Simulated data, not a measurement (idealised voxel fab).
The following is a process module called voxel ribs on slabs.
In the cross-section labelled cut, the width is 150 nm and each square cell is 5 nm.
In this document a cross-section is written as a grid of square cells. It is given as a series of bands, listed from the top down, and a band is one or more rows of cells.
Top, bottom (nm), then materials left to right with widths (nm); lone material tagged "full width" fills the whole band edge to edge; "blank" = empty space.
For the purposes of this specification, 0 denotes the height below which the wafer in its as-received condition is composed wholly of one material, and the lowermost band, lacking a lower limit, extends downward without end, as expressed in "0 nm and below".
You'd read "30 to 40" like this: the band's top row of cells is as wide as the first number, its bottom row is as wide as the second, and going down, every row changes width by the same amount as the row before did.
The designation "nothing altered", where it is given for a processing step, indicates that no cell of the cross-section was altered in the course of that step.
You'll see "Tabulated closed voids" listing empty spaces that have no way open to the top, as long as they're 8 cells or more; the notation is width x height at distance, where the distance is from the left edge, and all of it is in nm.
after a step's settings: what the simulator itself notes on the step
On any step carrying a mask, the "overlay nm" setting, if present on the step's line, tells how far right of its planned place the mask lay; negative values point to the left.

## Listed below are the process steps as planned
step 1: RECEIVE,material Si
step 2: DIRECTIONAL_DEP,material SiO2,thk nm 25
step 3: DIRECTIONAL_DEP,material polySi,thk nm 15
step 4: DIRECTIONAL_DEP,material aC,thk nm 15
step 5: PATTERN,tone cover,mask id RIB,material resist,width nm 20,thk nm 30,overlay nm 0
step 6: DIRECTIONAL_ETCH,etch materials aC,depth nm 15
step 7: STRIP,etch materials resist
step 8: DIRECTIONAL_ETCH,etch materials polySi,depth nm 5
step 9: STRIP,etch materials aC
step 10: MASKED_ETCH,tone cover,mask id SLAB,width nm 70,etch materials polySi,depth nm 10,overlay nm 0
step 11: FILL_DEP,material SiO2,thk nm 30
step 12: CMP,height nm 60
step 13: DIRECTIONAL_DEP,material TiN,thk nm 10
step 14: PATTERN,tone cover,mask id HEATER,material resist,width nm 30,thk nm 15,overlay nm 0
step 15: DIRECTIONAL_ETCH,etch materials TiN,depth nm 10
step 16: STRIP,etch materials resist
step 17: CONFORMAL_DEP,material SiO2,thk nm 10

## So, the first of our two wafers, run just as we planned it

## Cross-section of the wafer upon arrival, representing the state reached after step 1
> 0 nm and below  Si full width
> Tabulated closed voids: none

## Upon completion of step 2, the wafer appears in cross-section as shown
> 25 nm to 0 nm  SiO2 full width
> Heights below 0 show no change.

## Upon completion of step 3, the wafer appears in cross-section as shown
> 40 nm to 25 nm  polySi full width
> Heights below 25 show no change.

## Upon completion of step 4, the wafer appears in cross-section as shown
> 55 nm to 40 nm  aC full width
> Heights below 40 show no change.

## Upon completion of step 5, the wafer appears in cross-section as shown
> 85 nm to 55 nm  65 of blank; 20 of resist; 65 of blank
> Heights below 55 show no change.

## Upon completion of step 6, the wafer appears in cross-section as shown
> 70 nm to 55 nm  65 of blank; 20 of resist; 65 of blank
> 55 nm to 40 nm  65 of blank; 20 of aC; 65 of blank
> Heights below 40 show no change.

## Upon completion of step 7, the wafer appears in cross-section as shown
> 55 nm to 40 nm  65 of blank; 20 of aC; 65 of blank
> Heights below 40 show no change.

## Upon completion of step 8, the wafer appears in cross-section as shown
> 55 nm to 40 nm  65 of blank; 20 of aC; 65 of blank
> 40 nm to 35 nm  65 of blank; 20 of polySi; 65 of blank
> Heights below 35 show no change.

## Upon completion of step 9, the wafer appears in cross-section as shown
> 40 nm to 35 nm  65 of blank; 20 of polySi; 65 of blank
> Heights below 35 show no change.

## Upon completion of step 10, the wafer appears in cross-section as shown
> 40 nm to 35 nm  65 of blank; 20 of polySi; 65 of blank
> 35 nm to 25 nm  40 of blank; 70 of polySi; 40 of blank
> Heights below 25 show no change.

## Upon completion of step 11, the wafer appears in cross-section as shown
> 70 nm to 40 nm  SiO2 full width
> 40 nm to 35 nm  65 of SiO2; 20 of polySi; 65 of SiO2
> 35 nm to 25 nm  40 of SiO2; 70 of polySi; 40 of SiO2
> Heights below 25 show no change.

## Upon completion of step 12, the wafer appears in cross-section as shown
> 60 nm to 40 nm  SiO2 full width
> Heights below 40 show no change.

## Upon completion of step 13, the wafer appears in cross-section as shown
> 70 nm to 60 nm  TiN full width
> Heights below 60 show no change.

## Upon completion of step 14, the wafer appears in cross-section as shown
> 85 nm to 70 nm  60 of blank; 30 of resist; 60 of blank
> Heights below 70 show no change.

## Upon completion of step 15, the wafer appears in cross-section as shown
> 85 nm to 70 nm  60 of blank; 30 of resist; 60 of blank
> 70 nm to 60 nm  60 of blank; 30 of TiN; 60 of blank
> Heights below 60 show no change.

## Upon completion of step 16, the wafer appears in cross-section as shown
> 70 nm to 60 nm  60 of blank; 30 of TiN; 60 of blank
> Heights below 60 show no change.

## Upon completion of step 17, the wafer appears in cross-section as shown
> 80 nm to 70 nm  50 of blank; 50 of SiO2; 50 of blank
> 70 nm to 60 nm  60 of SiO2; 30 of TiN; 60 of SiO2
> Heights below 60 show no change.

## Wafer two of two - same starting point, same process plan, one mistake in execution; matches wafer one up to and including step 9

## At the planned end of step 10, the second wafer in cross-section
> 35 nm to 30 nm  40 of polySi; 70 of blank; 40 of polySi
> 30 nm to 25 nm  40 of polySi; 25 of blank; 20 of polySi; 25 of blank; 40 of polySi
> Heights below 25 show no change.

## At the planned end of step 11, the second wafer in cross-section
> 65 nm to 35 nm  SiO2 full width
> 35 nm to 30 nm  40 of polySi; 70 of SiO2; 40 of polySi
> 30 nm to 25 nm  40 of polySi; 25 of SiO2; 20 of polySi; 25 of SiO2; 40 of polySi
> Heights below 25 show no change.

## At the planned end of step 12, the second wafer in cross-section
> 60 nm to 35 nm  SiO2 full width
> Heights below 35 show no change.

## At the planned end of step 13, the second wafer in cross-section
> 70 nm to 60 nm  TiN full width
> Heights below 60 show no change.

## At the planned end of step 14, the second wafer in cross-section
> 85 nm to 70 nm  60 of blank; 30 of resist; 60 of blank
> Heights below 70 show no change.

## At the planned end of step 15, the second wafer in cross-section
> 85 nm to 70 nm  60 of blank; 30 of resist; 60 of blank
> 70 nm to 60 nm  60 of blank; 30 of TiN; 60 of blank
> Heights below 60 show no change.

## At the planned end of step 16, the second wafer in cross-section
> 70 nm to 60 nm  60 of blank; 30 of TiN; 60 of blank
> Heights below 60 show no change.

## At the planned end of step 17, the second wafer in cross-section
> 80 nm to 70 nm  50 of blank; 50 of SiO2; 50 of blank
> 70 nm to 60 nm  60 of SiO2; 30 of TiN; 60 of SiO2
> Heights below 60 show no change.
Diagnosis: step 10 went in with a setting other than planned; the actual run was MASKED_ETCH,tone open,mask id SLAB,width nm 70,etch materials polySi,depth nm 10,overlay nm 0
Final comparison by cell count, materials where the second wafer has more or fewer than the first: 4 fewer of SiO2, 4 more of polySi
